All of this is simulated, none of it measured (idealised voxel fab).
Documented hereafter: the process module known as voxel capacitor over wiring.
FYI the section here is cut, 285 nm wide, cells are 5 nm squares.
Throughout this document, each cross-section is represented as a grid of square cells and is presented as a sequence of bands enumerated from the top downward, where a band comprises one or more rows of cells.
A band entry consists of two parts. The first gives the height of the band's top and the height of its bottom, in nm. The rest lists the band's materials from left to right, each with its width in nm. A single material labelled with the word "everywhere" fills the band from edge to edge, and the word "blank" marks empty space.
We count height from 0. Below that, the starting wafer is all one material. The lowest band never ends at the bottom but goes on down; see "from 0 down" for how that is written.
Width "30..40": first value at the band's top row of cells, second value at its bottom row, equal change from row to row.
Any step labelled "identical to before" changed none of the cells in the cross-section.
In the "Sealed void inventory" entry, you get each enclosed empty space of 8 cells or more, one with no open way to the top, written width x height at distance, distance from the left edge, in nm.
Step line, after settings: the simulator's comment on this step.
overlay nm: for a step with a mask, the amount by which the mask lay right of where it was planned; a negative amount means left of it.
Heads up before you read on: it's before/after pairs around one process step each, after side only down to the lowest band that changed, step plus settings under the pair. Pairs can be from different runs of this module, same starting wafer, so only chain a pair onto the one above if its "Before the step" entry says so.

# Before the step
    from 85 to 80 | blank (105); TiN (55); blank (125)
    from 80 to 75 | blank (105); Al2O3 (55); blank (125)
    from 75 to 65 | blank (95); TiN (70); blank (120)
    from 65 to 45 | SiO2 (100); Ru (15); SiO2 (170)
    from 45 to 40 | SiCN (100); Ru (15); SiCN (170)
    from 40 to 15 | lowk (90); SiN (5); Ru (20); SiN (5); lowk (45); SiN (5); Ru (20); SiN (5); lowk (90)
    from 15 to 10 | SiN (95); TiN (20); SiN (55); TiN (20); SiN (95)
    from 10 to 0 | SiO2 everywhere
    from 0 down | Si everywhere
    Sealed void inventory: none

# Resulting Cross-Section
    from 105 to 85 | SiO2 everywhere
    from 85 to 80 | SiO2 (105); TiN (55); SiO2 (125)
    from 80 to 75 | SiO2 (105); Al2O3 (55); SiO2 (125)
    from 75 to 65 | SiO2 (95); TiN (70); SiO2 (120)
    Everything below 65 is unchanged.
    Sealed void inventory: none
Upper to lower cross-section via FILL_DEP [material SiO2] [thk nm 20]

Before the step: nothing new to draw here, it's the after view of the pair just above.

# Resulting Cross-Section
    from 100 to 85 | SiO2 everywhere
    Everything below 85 is unchanged.
    Sealed void inventory: none
Upper to lower cross-section via CMP [height nm 100]

Before the step: nothing new to draw here, it's the after view of the pair just above.

# Resulting Cross-Section
    from 115 to 100 | resist (110); blank (15); resist (160)
    Everything below 100 is unchanged.
    Sealed void inventory: none
Upper to lower cross-section via PATTERN [tone open] [mask id PLUG_2] [material resist] [width nm 15] [thk nm 15] [overlay nm 0]

Before the step: nothing new to draw here, it's the after view of the pair just above.

# Resulting Cross-Section
    from 115 to 100 | resist (110); blank (15); resist (160)
    from 100 to 85 | SiO2 (110); blank (15); SiO2 (160)
    Everything below 85 is unchanged.
    Sealed void inventory: none
Upper to lower cross-section via DIRECTIONAL_ETCH [etch materials SiO2] [depth nm 15]

Before the step: nothing new to draw here, it's the after view of the pair just above.

# Resulting Cross-Section
    from 100 to 85 | SiO2 (110); blank (15); SiO2 (160)
    Everything below 85 is unchanged.
    Sealed void inventory: none
Upper to lower cross-section via STRIP [etch materials resist]

Before the step: nothing new to draw here, it's the after view of the pair just above.

# Resulting Cross-Section
    from 105 to 100 | TiN (115); blank (5); TiN (165)
    from 100 to 90 | SiO2 (110); TiN (5); blank (5); TiN (5); SiO2 (160)
    from 90 to 80 | SiO2 (110..105); TiN (15..55); SiO2 (160..125)
    Everything below 80 is unchanged.
    Sealed void inventory: none
Upper to lower cross-section via CONFORMAL_DEP [material TiN] [thk nm 5]

Before the step: nothing new to draw here, it's the after view of the pair just above.

# Resulting Cross-Section
    from 110 to 105 | Cu everywhere
    from 105 to 100 | TiN (115); Cu (5); TiN (165)
    from 100 to 90 | SiO2 (110); TiN (5); Cu (5); TiN (5); SiO2 (160)
    Everything below 90 is unchanged.
    Sealed void inventory: none
Upper to lower cross-section via FILL_DEP [material Cu] [thk nm 5]

Before the step: nothing new to draw here, it's the after view of the pair just above.

# Resulting Cross-Section
    from 100 to 90 | SiO2 (110); TiN (5); Cu (5); TiN (5); SiO2 (160)
    Everything below 90 is unchanged.
    Sealed void inventory: none
Upper to lower cross-section via CMP [height nm 100]

Before the step: nothing new to draw here, it's the after view of the pair just above.

# Resulting Cross-Section
    from 105 to 100 | SiN everywhere
    Everything below 100 is unchanged.
    Sealed void inventory: none
Upper to lower cross-section via CONFORMAL_DEP [material SiN] [thk nm 5]

# Before the step
    from 40 to 15 | Ru everywhere
    from 15 to 10 | TiN everywhere
    from 10 to 0 | SiO2 everywhere
    from 0 down | Si everywhere
    Sealed void inventory: none

# Resulting Cross-Section
    from 60 to 40 | blank (105); resist (20); blank (55); resist (20); blank (85)
    Everything below 40 is unchanged.
    Sealed void inventory: none
Upper to lower cross-section via PATTERN [tone cover] [mask id METAL_1] [material resist] [width nm 20] [pitch nm 75] [thk nm 20] [overlay nm 10]

Before the step: nothing new to draw here, it's the after view of the pair just above.

# Resulting Cross-Section
    from 60 to 40 | blank (105); resist (20); blank (55); resist (20); blank (85)
    from 40 to 15 | blank (105); Ru (20); blank (55); Ru (20); blank (85)
    Everything below 15 is unchanged.
    Sealed void inventory: none
Upper to lower cross-section via DIRECTIONAL_ETCH [etch materials Ru] [depth nm 25]

Before the step: nothing new to draw here, it's the after view of the pair just above.

# Resulting Cross-Section
    from 60 to 40 | blank (105); resist (20); blank (55); resist (20); blank (85)
    from 40 to 15 | blank (105); Ru (20); blank (55); Ru (20); blank (85)
    from 15 to 10 | blank (105); TiN (20); blank (55); TiN (20); blank (85)
    Everything below 10 is unchanged.
    Sealed void inventory: none
Upper to lower cross-section via DIRECTIONAL_ETCH [etch materials TiN] [depth nm 5]

Before the step: nothing new to draw here, it's the after view of the pair just above.

# Resulting Cross-Section
    from 40 to 15 | blank (105); Ru (20); blank (55); Ru (20); blank (85)
    Everything below 15 is unchanged.
    Sealed void inventory: none
Upper to lower cross-section via STRIP [etch materials resist]

Before the step: nothing new to draw here, it's the after view of the pair just above.

# Resulting Cross-Section
    from 45 to 40 | blank (100); SiN (30); blank (45); SiN (30); blank (80)
    from 40 to 15 | blank (100); SiN (5); Ru (20); SiN (5); blank (45); SiN (5); Ru (20); SiN (5); blank (80)
    from 15 to 10 | SiN (105); TiN (20); SiN (55); TiN (20); SiN (85)
    Everything below 10 is unchanged.
    Sealed void inventory: none
Upper to lower cross-section via CONFORMAL_DEP [material SiN] [thk nm 5]

Before the step: nothing new to draw here, it's the after view of the pair just above.

# Resulting Cross-Section
    from 50 to 45 | lowk everywhere
    from 45 to 40 | lowk (100); SiN (30); lowk (45); SiN (30); lowk (80)
    from 40 to 15 | lowk (100); SiN (5); Ru (20); SiN (5); lowk (45); SiN (5); Ru (20); SiN (5); lowk (80)
    Everything below 15 is unchanged.
    Sealed void inventory: none
Upper to lower cross-section via FILL_DEP [material lowk] [thk nm 5]

Before the step: nothing new to draw here, it's the after view of the pair just above.

# Resulting Cross-Section
    from 40 to 15 | lowk (100); SiN (5); Ru (20); SiN (5); lowk (45); SiN (5); Ru (20); SiN (5); lowk (80)
    Everything below 15 is unchanged.
    Sealed void inventory: none
Upper to lower cross-section via CMP [height nm 40]

Before the step: nothing new to draw here, it's the after view of the pair just above.

# Resulting Cross-Section
    from 45 to 40 | SiCN everywhere
    Everything below 40 is unchanged.
    Sealed void inventory: none
Upper to lower cross-section via CONFORMAL_DEP [material SiCN] [thk nm 5]

Before the step: nothing new to draw here, it's the after view of the pair just above.

# Resulting Cross-Section
    from 65 to 45 | SiO2 everywhere
    Everything below 45 is unchanged.
    Sealed void inventory: none
Upper to lower cross-section via DIRECTIONAL_DEP [material SiO2] [thk nm 20]

Before the step: nothing new to draw here, it's the after view of the pair just above.

# Resulting Cross-Section
    from 75 to 65 | aC everywhere
    Everything below 65 is unchanged.
    Sealed void inventory: none
Upper to lower cross-section via DIRECTIONAL_DEP [material aC] [thk nm 10]

Before the step: nothing new to draw here, it's the after view of the pair just above.

# Resulting Cross-Section
    from 105 to 75 | resist (100); blank (15); resist (170)
    Everything below 75 is unchanged.
    Sealed void inventory: none
Upper to lower cross-section via PATTERN [tone open] [mask id PLUG_1] [material resist] [width nm 15] [thk nm 30] [overlay nm 0]

Before the step: nothing new to draw here, it's the after view of the pair just above.

# Resulting Cross-Section
    from 95 to 75 | resist (100); blank (15); resist (170)
    from 75 to 65 | aC (100); blank (15); aC (170)
    Everything below 65 is unchanged.
    Sealed void inventory: none
Upper to lower cross-section via DIRECTIONAL_ETCH [etch materials aC] [depth nm 10]

Before the step: nothing new to draw here, it's the after view of the pair just above.

# Resulting Cross-Section
    from 75 to 65 | aC (100); blank (15); aC (170)
    Everything below 65 is unchanged.
    Sealed void inventory: none
Upper to lower cross-section via STRIP [etch materials resist]

Before the step: nothing new to draw here, it's the after view of the pair just above.

# Resulting Cross-Section
    from 75 to 65 | aC (100); blank (15); aC (170)
    from 65 to 45 | SiO2 (100); blank (15); SiO2 (170)
    Everything below 45 is unchanged.
    Sealed void inventory: none
Upper to lower cross-section via DIRECTIONAL_ETCH [etch materials SiO2] [depth nm 20]

Before the step: nothing new to draw here, it's the after view of the pair just above.

# Resulting Cross-Section
    from 75 to 65 | aC (100); blank (15); aC (170)
    from 65 to 45 | SiO2 (100); blank (15); SiO2 (170)
    from 45 to 40 | SiCN (100); blank (15); SiCN (170)
    Everything below 40 is unchanged.
    Sealed void inventory: none
Upper to lower cross-section via DIRECTIONAL_ETCH [etch materials SiCN] [depth nm 5]

Before the step: nothing new to draw here, it's the after view of the pair just above.

# Resulting Cross-Section
    from 65 to 45 | SiO2 (100); blank (15); SiO2 (170)
    Everything below 45 is unchanged.
    Sealed void inventory: none
Upper to lower cross-section via STRIP [etch materials aC]

Before the step: nothing new to draw here, it's the after view of the pair just above.

# Resulting Cross-Section
    from 65 to 50 | SiO2 (100); blank (15); SiO2 (170)
    from 50 to 45 | SiO2 (100); Ru (15); SiO2 (170)
    from 45 to 40 | SiCN (100); Ru (15); SiCN (170)
    Everything below 40 is unchanged.
    Sealed void inventory: none
Upper to lower cross-section via EPI [material Ru] [thk nm 10]

Before the step: nothing new to draw here, it's the after view of the pair just above.

# Resulting Cross-Section
    from 65 to 60 | SiO2 (100); blank (15); SiO2 (170)
    from 60 to 45 | SiO2 (100); Ru (15); SiO2 (170)
    Everything below 45 is unchanged.
    Sealed void inventory: none
Upper to lower cross-section via EPI [material Ru] [thk nm 10]

Before the step: nothing new to draw here, it's the after view of the pair just above.

# Resulting Cross-Section
    from 65 to 45 | SiO2 (100); Ru (15); SiO2 (170)
    Everything below 45 is unchanged.
    Sealed void inventory: none
Upper to lower cross-section via EPI [material Ru] [thk nm 5]

Before the step: nothing new to draw here, it's the after view of the pair just above.

# Resulting Cross-Section
    from 75 to 65 | TiN everywhere
    Everything below 65 is unchanged.
    Sealed void inventory: none
Upper to lower cross-section via DIRECTIONAL_DEP [material TiN] [thk nm 10]

Before the step: nothing new to draw here, it's the after view of the pair just above.

# Resulting Cross-Section
    from 80 to 75 | Al2O3 everywhere
    Everything below 75 is unchanged.
    Sealed void inventory: none
Upper to lower cross-section via DIRECTIONAL_DEP [material Al2O3] [thk nm 5]

Before the step: nothing new to draw here, it's the after view of the pair just above.

# Resulting Cross-Section
    from 85 to 80 | TiN everywhere
    Everything below 80 is unchanged.
    Sealed void inventory: none
Upper to lower cross-section via DIRECTIONAL_DEP [material TiN] [thk nm 5]

Before the step: nothing new to draw here, it's the after view of the pair just above.

# Resulting Cross-Section
    from 100 to 85 | aC everywhere
    Everything below 85 is unchanged.
    Sealed void inventory: none
Upper to lower cross-section via DIRECTIONAL_DEP [material aC] [thk nm 15]

Before the step: nothing new to draw here, it's the after view of the pair just above.

# Resulting Cross-Section
    from 135 to 100 | blank (100); resist (60); blank (125)
    Everything below 100 is unchanged.
    Sealed void inventory: none
Upper to lower cross-section via PATTERN [tone cover] [mask id UPPER_PLATE] [material resist] [width nm 60] [thk nm 35] [overlay nm 0]

Before the step: nothing new to draw here, it's the after view of the pair just above.

# Resulting Cross-Section
    from 120 to 100 | blank (100); resist (60); blank (125)
    from 100 to 85 | blank (100); aC (60); blank (125)
    Everything below 85 is unchanged.
    Sealed void inventory: none
Upper to lower cross-section via DIRECTIONAL_ETCH [etch materials aC] [depth nm 15]

Before the step: nothing new to draw here, it's the after view of the pair just above.

# Resulting Cross-Section
    from 100 to 85 | blank (100); aC (60); blank (125)
    Everything below 85 is unchanged.
    Sealed void inventory: none
Upper to lower cross-section via STRIP [etch materials resist]

Before the step: nothing new to draw here, it's the after view of the pair just above.

# Resulting Cross-Section
    from 100 to 85 | blank (100); aC (60); blank (125)
    from 85 to 80 | blank (100); TiN (60); blank (125)
    Everything below 80 is unchanged.
    Sealed void inventory: none
Upper to lower cross-section via DIRECTIONAL_ETCH [etch materials TiN] [depth nm 5]

Before the step: nothing new to draw here, it's the after view of the pair just above.

# Resulting Cross-Section
    from 100 to 85 | blank (100); aC (60); blank (125)
    from 85 to 80 | blank (100); TiN (60); blank (125)
    from 80 to 75 | blank (100); Al2O3 (60); blank (125)
    Everything below 75 is unchanged.
    Sealed void inventory: none
Upper to lower cross-section via DIRECTIONAL_ETCH [etch materials Al2O3] [depth nm 5]

Before the step: nothing new to draw here, it's the after view of the pair just above.

# Resulting Cross-Section
    from 85 to 80 | blank (100); TiN (60); blank (125)
    Everything below 80 is unchanged.
    Sealed void inventory: none
Upper to lower cross-section via STRIP [etch materials aC]

Before the step: nothing new to draw here, it's the after view of the pair just above.

# Resulting Cross-Section
    from 85 to 80 | blank (100); TiN (60); blank (125)
    from 80 to 75 | blank (100); Al2O3 (60); blank (125)
    from 75 to 65 | blank (95); TiN (70); blank (120)
    Everything below 65 is unchanged.
    Sealed void inventory: none
Upper to lower cross-section via MASKED_ETCH [tone cover] [mask id LOWER_PLATE] [width nm 70] [etch materials TiN] [depth nm 10] [overlay nm 0]

Before the step: nothing new to draw here, it's the after view of the pair just above.

# Resulting Cross-Section
    from 105 to 85 | SiO2 everywhere
    from 85 to 80 | SiO2 (100); TiN (60); SiO2 (125)
    from 80 to 75 | SiO2 (100); Al2O3 (60); SiO2 (125)
    from 75 to 65 | SiO2 (95); TiN (70); SiO2 (120)
    Everything below 65 is unchanged.
    Sealed void inventory: none
Upper to lower cross-section via FILL_DEP [material SiO2] [thk nm 20]

Before the step: nothing new to draw here, it's the after view of the pair just above.

# Resulting Cross-Section
    from 100 to 85 | SiO2 everywhere
    Everything below 85 is unchanged.
    Sealed void inventory: none
Upper to lower cross-section via CMP [height nm 100]

Before the step: nothing new to draw here, it's the after view of the pair just above.

# Resulting Cross-Section
    from 115 to 100 | resist (110); blank (15); resist (160)
    Everything below 100 is unchanged.
    Sealed void inventory: none
Upper to lower cross-section via PATTERN [tone open] [mask id PLUG_2] [material resist] [width nm 15] [thk nm 15] [overlay nm 0]

Before the step: nothing new to draw here, it's the after view of the pair just above.

# Resulting Cross-Section
    from 115 to 100 | resist (110); blank (15); resist (160)
    from 100 to 85 | SiO2 (110); blank (15); SiO2 (160)
    Everything below 85 is unchanged.
    Sealed void inventory: none
Upper to lower cross-section via DIRECTIONAL_ETCH [etch materials SiO2] [depth nm 15]

Before the step: nothing new to draw here, it's the after view of the pair just above.

# Resulting Cross-Section
    from 100 to 85 | SiO2 (110); blank (15); SiO2 (160)
    Everything below 85 is unchanged.
    Sealed void inventory: none
Upper to lower cross-section via STRIP [etch materials resist]

Before the step: nothing new to draw here, it's the after view of the pair just above.

# Resulting Cross-Section
    from 105 to 100 | TiN (115); blank (5); TiN (165)
    from 100 to 90 | SiO2 (110); TiN (5); blank (5); TiN (5); SiO2 (160)
    from 90 to 80 | SiO2 (110..100); TiN (15..60); SiO2 (160..125)
    Everything below 80 is unchanged.
    Sealed void inventory: none
Upper to lower cross-section via CONFORMAL_DEP [material TiN] [thk nm 5]

Before the step: nothing new to draw here, it's the after view of the pair just above.

# Resulting Cross-Section
    from 110 to 105 | Cu everywhere
    from 105 to 100 | TiN (115); Cu (5); TiN (165)
    from 100 to 90 | SiO2 (110); TiN (5); Cu (5); TiN (5); SiO2 (160)
    Everything below 90 is unchanged.
    Sealed void inventory: none
Upper to lower cross-section via FILL_DEP [material Cu] [thk nm 5]

Before the step: nothing new to draw here, it's the after view of the pair just above.

# Resulting Cross-Section
    from 100 to 90 | SiO2 (110); TiN (5); Cu (5); TiN (5); SiO2 (160)
    Everything below 90 is unchanged.
    Sealed void inventory: none
Upper to lower cross-section via CMP [height nm 100]

Before the step: nothing new to draw here, it's the after view of the pair just above.

# Resulting Cross-Section
    from 105 to 100 | SiN everywhere
    Everything below 100 is unchanged.
    Sealed void inventory: none
Upper to lower cross-section via CONFORMAL_DEP [material SiN] [thk nm 5]

# Before the step
    from 45 to 40 | SiCN everywhere
    from 40 to 15 | lowk (90); SiN (5); Ru (20); SiN (5); lowk (45); SiN (5); Ru (20); SiN (5); lowk (90)
    from 15 to 10 | SiN (95); TiN (20); SiN (55); TiN (20); SiN (95)
    from 10 to 0 | SiO2 everywhere
    from 0 down | Si everywhere
    Sealed void inventory: none

# Resulting Cross-Section
    from 65 to 45 | Ru everywhere
    Everything below 45 is unchanged.
    Sealed void inventory: none
Upper to lower cross-section via DIRECTIONAL_DEP [material Ru] [thk nm 20]

Before the step: nothing new to draw here, it's the after view of the pair just above.

# Resulting Cross-Section
    from 75 to 65 | aC everywhere
    Everything below 65 is unchanged.
    Sealed void inventory: none
Upper to lower cross-section via DIRECTIONAL_DEP [material aC] [thk nm 10]

Before the step: nothing new to draw here, it's the after view of the pair just above.

# Resulting Cross-Section
    from 105 to 75 | resist (100); blank (15); resist (170)
    Everything below 75 is unchanged.
    Sealed void inventory: none
Upper to lower cross-section via PATTERN [tone open] [mask id PLUG_1] [material resist] [width nm 15] [thk nm 30] [overlay nm 0]

Before the step: nothing new to draw here, it's the after view of the pair just above.

# Resulting Cross-Section
    from 95 to 75 | resist (100); blank (15); resist (170)
    from 75 to 65 | aC (100); blank (15); aC (170)
    Everything below 65 is unchanged.
    Sealed void inventory: none
Upper to lower cross-section via DIRECTIONAL_ETCH [etch materials aC] [depth nm 10]

Before the step: nothing new to draw here, it's the after view of the pair just above.

# Resulting Cross-Section
    from 75 to 65 | aC (100); blank (15); aC (170)
    Everything below 65 is unchanged.
    Sealed void inventory: none
Upper to lower cross-section via STRIP [etch materials resist]

Before the step: nothing new to draw here, it's the after view of the pair just above.

# Resulting Cross-Section
    from 65 to 45 | Ru everywhere
    Everything below 45 is unchanged.
    Sealed void inventory: none
Upper to lower cross-section via STRIP [etch materials aC]

Before the step: nothing new to draw here, it's the after view of the pair just above.

# Resulting Cross-Section
    from 75 to 45 | Ru everywhere
    Everything below 45 is unchanged.
    Sealed void inventory: none
Upper to lower cross-section via EPI [material Ru] [thk nm 10]

Before the step: nothing new to draw here, it's the after view of the pair just above.

# Resulting Cross-Section
    from 85 to 45 | Ru everywhere
    Everything below 45 is unchanged.
    Sealed void inventory: none
Upper to lower cross-section via EPI [material Ru] [thk nm 10]

Before the step: nothing new to draw here, it's the after view of the pair just above.

# Resulting Cross-Section
    from 90 to 45 | Ru everywhere
    Everything below 45 is unchanged.
    Sealed void inventory: none
Upper to lower cross-section via EPI [material Ru] [thk nm 5]

Before the step: nothing new to draw here, it's the after view of the pair just above.

# Resulting Cross-Section
    from 100 to 90 | TiN everywhere
    Everything below 90 is unchanged.
    Sealed void inventory: none
Upper to lower cross-section via DIRECTIONAL_DEP [material TiN] [thk nm 10]

Before the step: nothing new to draw here, it's the after view of the pair just above.

# Resulting Cross-Section
    from 105 to 100 | Al2O3 everywhere
    Everything below 100 is unchanged.
    Sealed void inventory: none
Upper to lower cross-section via DIRECTIONAL_DEP [material Al2O3] [thk nm 5]

Before the step: nothing new to draw here, it's the after view of the pair just above.

# Resulting Cross-Section
    from 110 to 105 | TiN everywhere
    Everything below 105 is unchanged.
    Sealed void inventory: none
Upper to lower cross-section via DIRECTIONAL_DEP [material TiN] [thk nm 5]

Before the step: nothing new to draw here, it's the after view of the pair just above.

# Resulting Cross-Section
    from 125 to 110 | aC everywhere
    Everything below 110 is unchanged.
    Sealed void inventory: none
Upper to lower cross-section via DIRECTIONAL_DEP [material aC] [thk nm 15]

Before the step: nothing new to draw here, it's the after view of the pair just above.

# Resulting Cross-Section
    from 160 to 125 | blank (100); resist (60); blank (125)
    Everything below 125 is unchanged.
    Sealed void inventory: none
Upper to lower cross-section via PATTERN [tone cover] [mask id UPPER_PLATE] [material resist] [width nm 60] [thk nm 35] [overlay nm 0]

Before the step: nothing new to draw here, it's the after view of the pair just above.

# Resulting Cross-Section
    from 145 to 125 | blank (100); resist (60); blank (125)
    from 125 to 110 | blank (100); aC (60); blank (125)
    Everything below 110 is unchanged.
    Sealed void inventory: none
Upper to lower cross-section via DIRECTIONAL_ETCH [etch materials aC] [depth nm 15]

Before the step: nothing new to draw here, it's the after view of the pair just above.

# Resulting Cross-Section
    from 125 to 110 | blank (100); aC (60); blank (125)
    Everything below 110 is unchanged.
    Sealed void inventory: none
Upper to lower cross-section via STRIP [etch materials resist]

Before the step: nothing new to draw here, it's the after view of the pair just above.

# Resulting Cross-Section
    from 125 to 110 | blank (100); aC (60); blank (125)
    from 110 to 105 | blank (100); TiN (60); blank (125)
    Everything below 105 is unchanged.
    Sealed void inventory: none
Upper to lower cross-section via DIRECTIONAL_ETCH [etch materials TiN] [depth nm 5]

Before the step: nothing new to draw here, it's the after view of the pair just above.

# Resulting Cross-Section
    from 125 to 110 | blank (100); aC (60); blank (125)
    from 110 to 105 | blank (100); TiN (60); blank (125)
    from 105 to 100 | blank (100); Al2O3 (60); blank (125)
    Everything below 100 is unchanged.
    Sealed void inventory: none
Upper to lower cross-section via DIRECTIONAL_ETCH [etch materials Al2O3] [depth nm 5]

Before the step: nothing new to draw here, it's the after view of the pair just above.

# Resulting Cross-Section
    from 110 to 105 | blank (100); TiN (60); blank (125)
    Everything below 105 is unchanged.
    Sealed void inventory: none
Upper to lower cross-section via STRIP [etch materials aC]

Before the step: nothing new to draw here, it's the after view of the pair just above.

# Resulting Cross-Section
    from 110 to 105 | blank (100); TiN (60); blank (125)
    from 105 to 100 | blank (100); Al2O3 (60); blank (125)
    from 100 to 90 | blank (95); TiN (70); blank (120)
    Everything below 90 is unchanged.
    Sealed void inventory: none
Upper to lower cross-section via MASKED_ETCH [tone cover] [mask id LOWER_PLATE] [width nm 70] [etch materials TiN] [depth nm 10] [overlay nm 0]

Before the step: nothing new to draw here, it's the after view of the pair just above.

# Resulting Cross-Section
    from 130 to 110 | SiO2 everywhere
    from 110 to 105 | SiO2 (100); TiN (60); SiO2 (125)
    from 105 to 100 | SiO2 (100); Al2O3 (60); SiO2 (125)
    from 100 to 90 | SiO2 (95); TiN (70); SiO2 (120)
    Everything below 90 is unchanged.
    Sealed void inventory: none
Upper to lower cross-section via FILL_DEP [material SiO2] [thk nm 20]

Before the step: nothing new to draw here, it's the after view of the pair just above.

# Resulting Cross-Section
    from 100 to 90 | SiO2 (95); TiN (70); SiO2 (120)
    Everything below 90 is unchanged.
    Sealed void inventory: none
Upper to lower cross-section via CMP [height nm 100]

Before the step: nothing new to draw here, it's the after view of the pair just above.

# Resulting Cross-Section
    from 115 to 100 | resist (110); blank (15); resist (160)
    Everything below 100 is unchanged.
    Sealed void inventory: none
Upper to lower cross-section via PATTERN [tone open] [mask id PLUG_2] [material resist] [width nm 15] [thk nm 15] [overlay nm 0]

Before the step: nothing new to draw here, it's the after view of the pair just above.

# Resulting Cross-Section
    from 100 to 90 | SiO2 (95); TiN (70); SiO2 (120)
    Everything below 90 is unchanged.
    Sealed void inventory: none
Upper to lower cross-section via STRIP [etch materials resist]

Before the step: nothing new to draw here, it's the after view of the pair just above.

# Resulting Cross-Section
    from 105 to 100 | TiN everywhere
    Everything below 100 is unchanged.
    Sealed void inventory: none
Upper to lower cross-section via CONFORMAL_DEP [material TiN] [thk nm 5]

Before the step: nothing new to draw here, it's the after view of the pair just above.

# Resulting Cross-Section
    from 110 to 105 | Cu everywhere
    Everything below 105 is unchanged.
    Sealed void inventory: none
Upper to lower cross-section via FILL_DEP [material Cu] [thk nm 5]

Before the step: nothing new to draw here, it's the after view of the pair just above.

# Resulting Cross-Section
    from 100 to 90 | SiO2 (95); TiN (70); SiO2 (120)
    Everything below 90 is unchanged.
    Sealed void inventory: none
Upper to lower cross-section via CMP [height nm 100]

Before the step: nothing new to draw here, it's the after view of the pair just above.

# Resulting Cross-Section
    from 105 to 100 | SiN everywhere
    Everything below 100 is unchanged.
    Sealed void inventory: none
Upper to lower cross-section via CONFORMAL_DEP [material SiN] [thk nm 5]

# Before the step
    from 40 to 15 | Ru everywhere
    from 15 to 10 | TiN everywhere
    from 10 to 0 | SiO2 everywhere
    from 0 down | Si everywhere
    Sealed void inventory: none

# Resulting Cross-Section
    from 60 to 40 | resist (95); blank (20); resist (55); blank (20); resist (95)
    Everything below 40 is unchanged.
    Sealed void inventory: none
Upper to lower cross-section via PATTERN [tone open] [mask id METAL_1] [material resist] [width nm 20] [pitch nm 75] [thk nm 20] [overlay nm 0]

Before the step: nothing new to draw here, it's the after view of the pair just above.

# Resulting Cross-Section
    from 60 to 40 | resist (95); blank (20); resist (55); blank (20); resist (95)
    from 40 to 15 | Ru (95); blank (20); Ru (55); blank (20); Ru (95)
    Everything below 15 is unchanged.
    Sealed void inventory: none
Upper to lower cross-section via DIRECTIONAL_ETCH [etch materials Ru] [depth nm 25]

Before the step: nothing new to draw here, it's the after view of the pair just above.

# Resulting Cross-Section
    from 60 to 40 | resist (95); blank (20); resist (55); blank (20); resist (95)
    from 40 to 15 | Ru (95); blank (20); Ru (55); blank (20); Ru (95)
    from 15 to 10 | TiN (95); blank (20); TiN (55); blank (20); TiN (95)
    Everything below 10 is unchanged.
    Sealed void inventory: none
Upper to lower cross-section via DIRECTIONAL_ETCH [etch materials TiN] [depth nm 5]

Before the step: nothing new to draw here, it's the after view of the pair just above.

# Resulting Cross-Section
    from 40 to 15 | Ru (95); blank (20); Ru (55); blank (20); Ru (95)
    Everything below 15 is unchanged.
    Sealed void inventory: none
Upper to lower cross-section via STRIP [etch materials resist]

Before the step: nothing new to draw here, it's the after view of the pair just above.

# Resulting Cross-Section
    from 45 to 40 | SiN (100); blank (10); SiN (65); blank (10); SiN (100)
    from 40 to 15 | Ru (95); SiN (5); blank (10); SiN (5); Ru (55); SiN (5); blank (10); SiN (5); Ru (95)
    from 15 to 10 | TiN (95); SiN (20); TiN (55); SiN (20); TiN (95)
    Everything below 10 is unchanged.
    Sealed void inventory: none
Upper to lower cross-section via CONFORMAL_DEP [material SiN] [thk nm 5]

Before the step: nothing new to draw here, it's the after view of the pair just above.

# Resulting Cross-Section
    from 50 to 45 | lowk everywhere
    from 45 to 40 | SiN (100); lowk (10); SiN (65); lowk (10); SiN (100)
    from 40 to 15 | Ru (95); SiN (5); lowk (10); SiN (5); Ru (55); SiN (5); lowk (10); SiN (5); Ru (95)
    Everything below 15 is unchanged.
    Sealed void inventory: none
Upper to lower cross-section via FILL_DEP [material lowk] [thk nm 5]

Before the step: nothing new to draw here, it's the after view of the pair just above.

# Resulting Cross-Section
    from 40 to 15 | Ru (95); SiN (5); lowk (10); SiN (5); Ru (55); SiN (5); lowk (10); SiN (5); Ru (95)
    Everything below 15 is unchanged.
    Sealed void inventory: none
Upper to lower cross-section via CMP [height nm 40]

Before the step: nothing new to draw here, it's the after view of the pair just above.

# Resulting Cross-Section
    from 45 to 40 | SiCN everywhere
    Everything below 40 is unchanged.
    Sealed void inventory: none
Upper to lower cross-section via CONFORMAL_DEP [material SiCN] [thk nm 5]

Before the step: nothing new to draw here, it's the after view of the pair just above.

# Resulting Cross-Section
    from 65 to 45 | SiO2 everywhere
    Everything below 45 is unchanged.
    Sealed void inventory: none
Upper to lower cross-section via DIRECTIONAL_DEP [material SiO2] [thk nm 20]

Before the step: nothing new to draw here, it's the after view of the pair just above.

# Resulting Cross-Section
    from 75 to 65 | aC everywhere
    Everything below 65 is unchanged.
    Sealed void inventory: none
Upper to lower cross-section via DIRECTIONAL_DEP [material aC] [thk nm 10]

Before the step: nothing new to draw here, it's the after view of the pair just above.

# Resulting Cross-Section
    from 105 to 75 | resist (100); blank (15); resist (170)
    Everything below 75 is unchanged.
    Sealed void inventory: none
Upper to lower cross-section via PATTERN [tone open] [mask id PLUG_1] [material resist] [width nm 15] [thk nm 30] [overlay nm 0]

Before the step: nothing new to draw here, it's the after view of the pair just above.

# Resulting Cross-Section
    from 95 to 75 | resist (100); blank (15); resist (170)
    from 75 to 65 | aC (100); blank (15); aC (170)
    Everything below 65 is unchanged.
    Sealed void inventory: none
Upper to lower cross-section via DIRECTIONAL_ETCH [etch materials aC] [depth nm 10]

Before the step: nothing new to draw here, it's the after view of the pair just above.

# Resulting Cross-Section
    from 75 to 65 | aC (100); blank (15); aC (170)
    Everything below 65 is unchanged.
    Sealed void inventory: none
Upper to lower cross-section via STRIP [etch materials resist]

Before the step: nothing new to draw here, it's the after view of the pair just above.

# Resulting Cross-Section
    from 75 to 65 | aC (100); blank (15); aC (170)
    from 65 to 45 | SiO2 (100); blank (15); SiO2 (170)
    Everything below 45 is unchanged.
    Sealed void inventory: none
Upper to lower cross-section via DIRECTIONAL_ETCH [etch materials SiO2] [depth nm 20]

Before the step: nothing new to draw here, it's the after view of the pair just above.

# Resulting Cross-Section
    from 75 to 65 | aC (100); blank (15); aC (170)
    from 65 to 45 | SiO2 (100); blank (15); SiO2 (170)
    from 45 to 40 | SiCN (100); blank (15); SiCN (170)
    Everything below 40 is unchanged.
    Sealed void inventory: none
Upper to lower cross-section via DIRECTIONAL_ETCH [etch materials SiCN] [depth nm 5]

Before the step: nothing new to draw here, it's the after view of the pair just above.

# Resulting Cross-Section
    from 65 to 45 | SiO2 (100); blank (15); SiO2 (170)
    Everything below 45 is unchanged.
    Sealed void inventory: none
Upper to lower cross-section via STRIP [etch materials aC]
